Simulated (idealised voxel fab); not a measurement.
voxel transistor to metal: a process module
Pictured: cross-section cut, 160 nm wide, on a grid of 5 nm square cells.
Square cells in a grid make up a cross-section in this document, and the grid is given as bands, listed from the top down, each one or more rows of cells.
Band: top height; bottom height; in nm. Then, left to right: material with width in nm, for each material. "throughout": a single material spanning edge to edge. "blank": empty space.
Zero point of the height axis is 0; under it, received wafer = one material. Lowest band: continues down indefinitely, "0 -> down".
Top row gets the first number, bottom row gets the second, and each row in between changes by the same step: that is how a band width like "30 to 40" works.
Step marked "stayed the same"? Then no cell in the cross-section changed in it.
"Internal closed voids": sealed empty spaces, 8 cells or more, no open way to top, listed width x height at distance, with distance from the left edge and width, height and distance in nm.
Step line, after settings: the simulator's comment on this step.
A step's line can hold "overlay nm"; with a mask on that step, the setting says how far right of the planned place the mask lay, while a negative setting says it lay to the left.
Here's what the planned process steps look like
1. RECEIVE [material Si]
2. OXIDIZE [depth nm 5]
3. CONFORMAL_DEP [material SiN] [thk nm 15]
4. DIRECTIONAL_DEP [material aC] [thk nm 10]
5. PATTERN [tone cover] [mask id ACTIVE] [material resist] [width nm 125] [thk nm 30] [overlay nm 0]
6. DIRECTIONAL_ETCH [etch materials aC] [depth nm 10]
7. STRIP [etch materials resist]
8. DIRECTIONAL_ETCH [etch materials SiN] [depth nm 15]
9. DIRECTIONAL_ETCH [etch materials SiO2] [depth nm 5]
10. DIRECTIONAL_ETCH [etch materials Si] [depth nm 30]
11. STRIP [etch materials aC]
12. OXIDIZE [depth nm 5]
13. FILL_DEP [material SiO2] [thk nm 15]
14. CMP [height nm 15]
15. SELECTIVE_ETCH [etch materials SiO2] [depth nm 10]
16. STRIP [etch materials SiN]
17. SELECTIVE_ETCH [etch materials SiO2] [depth nm 5]
18. OXIDIZE [depth nm 5]
19. DIRECTIONAL_DEP [material polySi] [thk nm 20]
20. DIRECTIONAL_DEP [material SiCN] [thk nm 10]
21. DIRECTIONAL_DEP [material aC] [thk nm 10]
22. PATTERN [tone cover] [mask id GATE] [material resist] [width nm 25] [thk nm 30] [overlay nm 0]
23. DIRECTIONAL_ETCH [etch materials aC] [depth nm 10]
24. STRIP [etch materials resist]
25. DIRECTIONAL_ETCH [etch materials SiCN] [depth nm 20]
26. DIRECTIONAL_ETCH [etch materials polySi] [depth nm 30]
27. STRIP [etch materials aC]
28. CONFORMAL_DEP [material SiO2] [thk nm 5]
29. DIRECTIONAL_ETCH [etch materials SiO2] [depth nm 5]
30. CONFORMAL_DEP [material SiN] [thk nm 5]
31. DIRECTIONAL_ETCH [etch materials SiN] [depth nm 5]
32. DIRECTIONAL_ETCH [etch materials SiO2] [depth nm 5]
33. DIRECTIONAL_ETCH [etch materials Si] [depth nm 5]
34. EPI [material nSi] [thk nm 5]
35. FILL_DEP [material SiO2] [thk nm 10]
36. CMP [height nm 25]
37. DIRECTIONAL_DEP [material SiO2] [thk nm 15]
38. MASKED_ETCH [tone open] [mask id CONTACT] [width nm 20] [pitch nm 85] [etch materials SiO2] [depth nm 50] [overlay nm 0]
39. CONFORMAL_DEP [material TiN] [thk nm 5]
40. FILL_DEP [material Ru] [thk nm 5]
41. CMP [height nm 40]
42. DIRECTIONAL_DEP [material TiN] [thk nm 5]
43. DIRECTIONAL_DEP [material Ru] [thk nm 20]
44. PATTERN [tone cover] [mask id METAL_1] [material resist] [width nm 20] [pitch nm 85] [thk nm 20] [overlay nm 0]
45. DIRECTIONAL_ETCH [etch materials Ru] [depth nm 20]
46. DIRECTIONAL_ETCH [etch materials TiN] [depth nm 5]
47. STRIP [etch materials resist]
48. CONFORMAL_DEP [material SiN] [thk nm 5]
49. FILL_DEP [material SiO2] [thk nm 10]
50. CMP [height nm 65]
51. CONFORMAL_DEP [material SiCN] [thk nm 5]
As-received state of the wafer in cross-section, equivalent to post-step 1
* 0 -> down  Si throughout
* Internal closed voids: none
First of two wafers at the end of the module, shown in cross-section; run carried out as planned
* 70 -> 65  SiCN throughout
* 65 -> 45  SiO2: 20 | SiN: 5 | Ru: 20 | SiN: 5 | SiO2: 55 | SiN: 5 | Ru: 20 | SiN: 5 | SiO2: 25
* 45 -> 40  SiN: 25 | TiN: 20 | SiN: 65 | TiN: 20 | SiN: 30
* 40 -> 25  SiO2: 25 | TiN: 5 | Ru: 10 | TiN: 5 | SiO2: 65 | TiN: 5 | Ru: 10 | TiN: 5 | SiO2: 30
* 25 -> 15  SiO2: 25 | TiN: 5 | Ru: 10 | TiN: 5 | SiO2: 10 | SiN: 5 | SiO2: 5 | SiCN: 25 | SiO2: 5 | SiN: 5 | SiO2: 10 | TiN: 5 | Ru: 10 | TiN: 5 | SiO2: 30
* 15 -> 0  SiO2: 25 | TiN: 5 | Ru: 10 | TiN: 5 | SiO2: 10 | SiN: 5 | SiO2: 5 | polySi: 25 | SiO2: 5 | SiN: 5 | SiO2: 10 | TiN: 5 | Ru: 10 | TiN: 5 | SiO2: 30
* 0 -> -5  SiO2: 15 | SiN: 5 | SiO2: 5 | TiN: 5 | Ru: 10 | TiN: 5 | SiO2: 10 | SiN: 5 | SiO2: 5 | polySi: 25 | SiO2: 5 | SiN: 5 | SiO2: 10 | TiN: 5 | Ru: 10 | TiN: 5 | SiO2: 5 | SiN: 5 | SiO2: 20
* -5 -> -10  SiO2: 25 | TiN: 20 | SiO2: 5 | nSi: 5 | SiO2: 45 | nSi: 5 | SiO2: 5 | TiN: 20 | SiO2: 30
* -10 -> -15  SiO2: 20 | nSi: 35 | Si: 45 | nSi: 35 | SiO2: 25
* -15 -> -40  SiO2: 20 | Si: 115 | SiO2: 25
* -40 -> down  Si throughout
* Internal closed voids: none
Cross-section, second wafer: same start as the first, same plan as the first, one mistake in running it; taken at the end of the module
* 70 -> 65  SiCN throughout
* 65 -> 60  SiN: 25 | TiN: 20 | SiN: 65 | TiN: 20 | SiN: 30
* 60 -> 40  Ru throughout
* 40 -> 25  SiO2: 25 | TiN: 5 | Ru: 10 | TiN: 5 | SiO2: 65 | TiN: 5 | Ru: 10 | TiN: 5 | SiO2: 30
* 25 -> 15  SiO2: 25 | TiN: 5 | Ru: 10 | TiN: 5 | SiO2: 10 | SiN: 5 | SiO2: 5 | SiCN: 25 | SiO2: 5 | SiN: 5 | SiO2: 10 | TiN: 5 | Ru: 10 | TiN: 5 | SiO2: 30
* 15 -> 0  SiO2: 25 | TiN: 5 | Ru: 10 | TiN: 5 | SiO2: 10 | SiN: 5 | SiO2: 5 | polySi: 25 | SiO2: 5 | SiN: 5 | SiO2: 10 | TiN: 5 | Ru: 10 | TiN: 5 | SiO2: 30
* 0 -> -5  SiO2: 15 | SiN: 5 | SiO2: 5 | TiN: 5 | Ru: 10 | TiN: 5 | SiO2: 10 | SiN: 5 | SiO2: 5 | polySi: 25 | SiO2: 5 | SiN: 5 | SiO2: 10 | TiN: 5 | Ru: 10 | TiN: 5 | SiO2: 5 | SiN: 5 | SiO2: 20
* -5 -> -10  SiO2: 25 | TiN: 20 | SiO2: 5 | nSi: 5 | SiO2: 45 | nSi: 5 | SiO2: 5 | TiN: 20 | SiO2: 30
* -10 -> -15  SiO2: 20 | nSi: 35 | Si: 45 | nSi: 35 | SiO2: 25
* -15 -> -40  SiO2: 20 | Si: 115 | SiO2: 25
* -40 -> down  Si throughout
* Internal closed voids: none
What was done differently from what was planned? deviation from plan: step 43 and step 42 executed in one another's positions
Final difference in cells, second wafer against first, listed per material as more or fewer: Ru +96 | SiN -16 | SiO2 -80
